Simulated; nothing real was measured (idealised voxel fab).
A process module follows: voxel wiring stack.
cross-section cut | 225 nm wide | cells 5 nm
Cross-section format: a grid of square cells, given as bands from top to bottom; each band is one or more rows of cells.
The band entry comprises the height of the band's top followed by the height of its bottom, expressed in nm, and subsequently the band's materials from left to right, each stated together with its width in nm. Where a single material is marked with the word "full width", that material fills the band from edge to edge. The word "blank" represents empty space.
Below 0: as-received wafer, all one material; heights counted from there. Lowest band: no bottom, goes on down, written "0 and below".
The two numbers in a width such as "30 to 40" mark its ends across the band: the first belongs to the top row of cells, the second to the bottom row, and from each row to the next the width moves by the same amount.
When a step is marked "nothing was modified", none of the cells in the cross-section changed during that step.
Under "Enclosed internal cavities" you'll find the enclosed gaps, the ones with no way out to the top, that are 8 cells or bigger; each reads width x height at distance, with distance counted from the left edge, everything in nm.
Post-settings text on a step line: simulator's own remark regarding the step.
Among the settings permitted on a step's line is "overlay nm"; applied to a step with a mask, it specifies the extent to which the mask lay to the right of its planned position, whereas a negative figure signifies a position to the left.

[The steps planned for the process are as follows]
1 RECEIVE [material Si]
2 CONFORMAL_DEP [material SiO2] [thk nm 10]
3 CONFORMAL_DEP [material SiCN] [thk nm 5]
4 DIRECTIONAL_DEP [material SiO2] [thk nm 25]
5 MASKED_ETCH [tone open] [mask id METAL_1] [width nm 25] [pitch nm 45] [etch materials SiO2] [depth nm 25] [overlay nm 0]
6 MASKED_ETCH [tone open] [mask id METAL_1] [width nm 25] [pitch nm 45] [etch materials SiCN] [depth nm 5] [overlay nm 0]
7 CONFORMAL_DEP [material TiN] [thk nm 5]
8 FILL_DEP [material Ru] [thk nm 5]
9 CMP [height nm 40]
10 CONFORMAL_DEP [material SiCN] [thk nm 5]
11 DIRECTIONAL_DEP [material lowk] [thk nm 30]
12 PATTERN [tone open] [mask id METAL_2_HOLES] [material resist] [width nm 15] [thk nm 20] [overlay nm 0]
13 DIRECTIONAL_ETCH [etch materials lowk] [depth nm 30]
14 STRIP [etch materials resist]
15 PATTERN [tone open] [mask id METAL_2] [material resist] [width nm 25] [pitch nm 45] [thk nm 15] [overlay nm 0]
16 DIRECTIONAL_ETCH [etch materials lowk] [depth nm 15]
17 DIRECTIONAL_ETCH [etch materials SiCN] [depth nm 5]
18 STRIP [etch materials resist]
19 CONFORMAL_DEP [material TiN] [thk nm 5]
20 FILL_DEP [material Cu] [thk nm 5]
21 CMP [height nm 75]
22 CONFORMAL_DEP [material SiCN] [thk nm 5]
23 DIRECTIONAL_DEP [material SiO2] [thk nm 20]
24 PATTERN [tone open] [mask id PLUG_2] [material resist] [width nm 15] [pitch nm 45] [thk nm 20] [overlay nm 0]
25 DIRECTIONAL_ETCH [etch materials SiO2] [depth nm 20]
26 DIRECTIONAL_ETCH [etch materials SiCN] [depth nm 5]
27 STRIP [etch materials resist]
28 EPI [material Ru] [thk nm 10]
29 EPI [material Ru] [thk nm 10]
30 EPI [material Ru] [thk nm 5]
31 DIRECTIONAL_DEP [material TiN] [thk nm 5]
32 DIRECTIONAL_DEP [material Ru] [thk nm 20]
33 DIRECTIONAL_DEP [material aC] [thk nm 15]
34 PATTERN [tone cover] [mask id METAL_3] [material resist] [width nm 25] [pitch nm 45] [thk nm 30] [overlay nm 0]
35 DIRECTIONAL_ETCH [etch materials aC] [depth nm 15]
36 STRIP [etch materials resist]
37 DIRECTIONAL_ETCH [etch materials Ru] [depth nm 20]
38 DIRECTIONAL_ETCH [etch materials TiN] [depth nm 5]
39 STRIP [etch materials aC]
40 FILL_DEP [material SiO2] [thk nm 10]
41 CMP [height nm 125]
42 CONFORMAL_DEP [material SiCN] [thk nm 5]

[Cross-section: wafer on arrival = after step 1]
> 0 and below: Si full width
> Enclosed internal cavities: none

[Cross-section, end of module. Start: as above. Plan: as above. Execution: one mistake]
> 130 down to 125: SiCN full width
> 125 down to 105: SiO2 (75)  Ru (25)  SiO2 (20)  Ru (25)  SiO2 (80)
> 105 down to 100: SiO2 (75)  TiN (25)  SiO2 (20)  TiN (25)  SiO2 (80)
> 100 down to 80: SiO2 (75)  Ru (15)  SiO2 (30)  Ru (15)  SiO2 (90)
> 80 down to 75: SiCN (75)  Ru (15)  SiCN (30)  Ru (15)  SiCN (90)
> 75 down to 65: lowk (75)  TiN (5)  Cu (20)  TiN (5)  lowk (15)  TiN (5)  Cu (20)  TiN (5)  lowk (75)
> 65 down to 60: lowk (75)  TiN (5)  Cu (5)  TiN (20)  lowk (15)  TiN (30)  lowk (75)
> 60 down to 45: lowk (75)  TiN (5)  Cu (5)  TiN (5)  lowk (135)
> 45 down to 40: SiCN (75)  TiN (15)  SiCN (135)
> 40 down to 15: SiO2 (75)  TiN (5)  Ru (15)  TiN (5)  SiO2 (20)  TiN (5)  Ru (15)  TiN (5)  SiO2 (80)
> 15 down to 10: SiCN (75)  TiN (25)  SiCN (20)  TiN (25)  SiCN (80)
> 10 down to 0: SiO2 full width
> 0 and below: Si full width
> Enclosed internal cavities: none
Diagnosis: contrary to plan, step 15 was performed as PATTERN [tone open] [mask id METAL_2] [material resist] [width nm 30] [pitch nm 45] [thk nm 15] [overlay nm 0]
